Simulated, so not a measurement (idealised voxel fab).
Process module name: voxel capacitor over wiring
The figure presents cross-section cut, which has a width of 200 nm and is divided into square cells with an edge length of 5 nm.
Each cross-section below is a grid of square cells, stated as bands in top-down order, with one or more rows of cells making up each band.
The entry gives the band's vertical extent as a top height and a bottom height in nm, then its horizontal make-up as materials from left to right, each with a width in nm. "blank" stands for empty space; a single material marked "all across" fills the band edge to edge.
All heights in this document are referenced to 0, defined as the level beneath which the wafer, as received, consists entirely of one material. The lowest band is not bounded below; it extends indefinitely downward and is written in the form "0 nm and below".
Graded width ("30..40"): value in top row of band = first number; value in bottom row = second number; row-to-row change constant.
You'll sometimes find "no change occurred" written for a step, and that's the way of saying that nowhere in the cross-section did a cell change during that step.
Heads up: "Closed void list" only lists the empty pockets with no open path to the top that are 8 cells or more, and it writes them as width x height at distance, distance from the left edge, in nm.
Where a step's line continues beyond its settings, the continuation is a remark by the simulator itself on that step.
The setting "overlay nm" may be written on the line of a step. When the step uses a mask, the value reports how far to the right of the planned place the mask lay, and a negative value reports that it lay to the left.

### So here's the lineup of process steps we planned
step 1: RECEIVE with material Si
step 2: CONFORMAL_DEP with material SiO2, thk nm 10
step 3: DIRECTIONAL_DEP with material TiN, thk nm 5
step 4: DIRECTIONAL_DEP with material W, thk nm 25
step 5: MASKED_ETCH with tone cover, mask id METAL_1, width nm 25, pitch nm 95, etch materials W, depth nm 25, overlay nm 0
step 6: MASKED_ETCH with tone cover, mask id METAL_1, width nm 25, pitch nm 95, etch materials TiN, depth nm 5, overlay nm 0
step 7: FILL_DEP with material SiO2, thk nm 5
step 8: CMP with height nm 40
step 9: CONFORMAL_DEP with material SiCN, thk nm 5
step 10: DIRECTIONAL_DEP with material SiO2, thk nm 10
step 11: MASKED_ETCH with tone open, mask id PLUG_1, width nm 15, etch materials SiO2, depth nm 20, overlay nm 0
step 12: MASKED_ETCH with tone open, mask id PLUG_1, width nm 15, etch materials SiCN, depth nm 5, overlay nm 0
step 13: EPI with material Ru, thk nm 10
step 14: EPI with material Ru, thk nm 10
step 15: EPI with material Ru, thk nm 5
step 16: DIRECTIONAL_DEP with material TiN, thk nm 5
step 17: DIRECTIONAL_DEP with material HfO2, thk nm 5
step 18: DIRECTIONAL_DEP with material TiN, thk nm 10
step 19: PATTERN with tone cover, mask id UPPER_PLATE, material resist, width nm 75, thk nm 20, overlay nm 0
step 20: DIRECTIONAL_ETCH with etch materials TiN, depth nm 10
step 21: DIRECTIONAL_ETCH with etch materials HfO2, depth nm 5
step 22: STRIP with etch materials resist
step 23: DIRECTIONAL_DEP with material aC, thk nm 10
step 24: PATTERN with tone cover, mask id LOWER_PLATE, material resist, width nm 85, thk nm 30, overlay nm 0
step 25: DIRECTIONAL_ETCH with etch materials aC, depth nm 10
step 26: STRIP with etch materials resist
step 27: DIRECTIONAL_ETCH with etch materials TiN, depth nm 5
step 28: STRIP with etch materials aC
step 29: FILL_DEP with material SiO2, thk nm 20
step 30: CMP with height nm 100
step 31: DIRECTIONAL_DEP with material aC, thk nm 10
step 32: PATTERN with tone open, mask id PLUG_2, material resist, width nm 15, thk nm 30, overlay nm 0
step 33: DIRECTIONAL_ETCH with etch materials aC, depth nm 10
step 34: STRIP with etch materials resist
step 35: DIRECTIONAL_ETCH with etch materials SiO2, depth nm 15
step 36: STRIP with etch materials aC
step 37: CONFORMAL_DEP with material TiN, thk nm 5
step 38: FILL_DEP with material Ru, thk nm 5
step 39: CMP with height nm 100
step 40: CONFORMAL_DEP with material SiN, thk nm 5
Where the wafers of this document differ is in the thk nm of step 10; they start out the same, and the plan states the value that applied to the first wafer.

### The as-received cross-section of the first of several wafers corresponds to the state after step 1
- 0 nm and below = Si all across
- Closed void list: none

### Take a look at the first of several wafers in cross-section: the module is done, and step 40 was its last step
- 105 nm to 100 nm = SiN all across
- 100 nm to 90 nm = 60 nm SiO2, then 5 nm TiN, then 5 nm Ru, then 5 nm TiN, then 125 nm SiO2
- 90 nm to 85 nm = 60 nm SiO2, then 15 nm TiN, then 125 nm SiO2
- 85 nm to 75 nm = 50 nm SiO2, then 25 nm TiN, then 125 nm SiO2
- 75 nm to 70 nm = 50 nm SiO2, then 25 nm HfO2, then 50 nm TiN, then 75 nm SiO2
- 70 nm to 65 nm = 45 nm SiO2, then 80 nm TiN, then 75 nm SiO2
- 65 nm to 60 nm = 40 nm SiO2, then 35 nm Ru, then 50 nm HfO2, then 75 nm SiO2
- 60 nm to 55 nm = 40 nm SiO2, then 35 nm Ru, then 55 nm TiN, then 70 nm SiO2
- 55 nm to 45 nm = 50 nm SiO2, then 15 nm Ru, then 135 nm SiO2
- 45 nm to 40 nm = 50 nm SiCN, then 15 nm Ru, then 135 nm SiCN
- 40 nm to 15 nm = 40 nm SiO2, then 25 nm W, then 70 nm SiO2, then 25 nm W, then 40 nm SiO2
- 15 nm to 10 nm = 40 nm SiO2, then 25 nm TiN, then 70 nm SiO2, then 25 nm TiN, then 40 nm SiO2
- 10 nm to 0 nm = SiO2 all across
- 0 nm and below = Si all across
- Closed void list: none

### Cross-section, module end, final of several wafers
- 105 nm to 100 nm = SiN all across
- 100 nm to 90 nm = 60 nm SiO2, then 65 nm TiN, then 75 nm SiO2
- 90 nm to 85 nm = 60 nm SiO2, then 5 nm TiN, then 60 nm HfO2, then 75 nm SiO2
- 85 nm to 80 nm = 45 nm SiO2, then 5 nm TiN, then 15 nm SiO2, then 65 nm TiN, then 70 nm SiO2
- 80 nm to 70 nm = 50 nm SiO2, then 15 nm TiN, then 135 nm SiO2
- 70 nm to 65 nm = 50 nm SiO2, then 15 nm HfO2, then 135 nm SiO2
- 65 nm to 60 nm = 50 nm SiO2, then 15 nm TiN, then 135 nm SiO2
- 60 nm to 45 nm = SiO2 all across
- 45 nm to 40 nm = SiCN all across
- 40 nm to 15 nm = 40 nm SiO2, then 25 nm W, then 70 nm SiO2, then 25 nm W, then 40 nm SiO2
- 15 nm to 10 nm = 40 nm SiO2, then 25 nm TiN, then 70 nm SiO2, then 25 nm TiN, then 40 nm SiO2
- 10 nm to 0 nm = SiO2 all across
- 0 nm and below = Si all across
- Closed void list: none

### Note: the following table is arranged by wafer, a row apiece. Each row reports the end-of-module state: per material, cells gained (+) or cells lost (-) compared with the wafer as received; closed voids follow
thk nm 10, +15 HfO2, +25 Ru, +37 SiCN, +40 SiN, +609 SiO2, +64 TiN, +50 W, Closed void list: none
thk nm 15, +15 HfO2, +19 Ru, +37 SiCN, +40 SiN, +615 SiO2, +64 TiN, +50 W, Closed void list: none
thk nm 20, +15 HfO2, +17 Ru, +37 SiCN, +40 SiN, +617 SiO2, +64 TiN, +50 W, Closed void list: none
thk nm 25, +15 HfO2, +1 Ru, +40 SiCN, +40 SiN, +631 SiO2, +63 TiN, +50 W, Closed void list: none
thk nm 30, +15 HfO2, +40 SiCN, +40 SiN, +633 SiO2, +62 TiN, +50 W, Closed void list: none
thk nm 35, +15 HfO2, +40 SiCN, +40 SiN, +635 SiO2, +60 TiN, +50 W, Closed void list: none
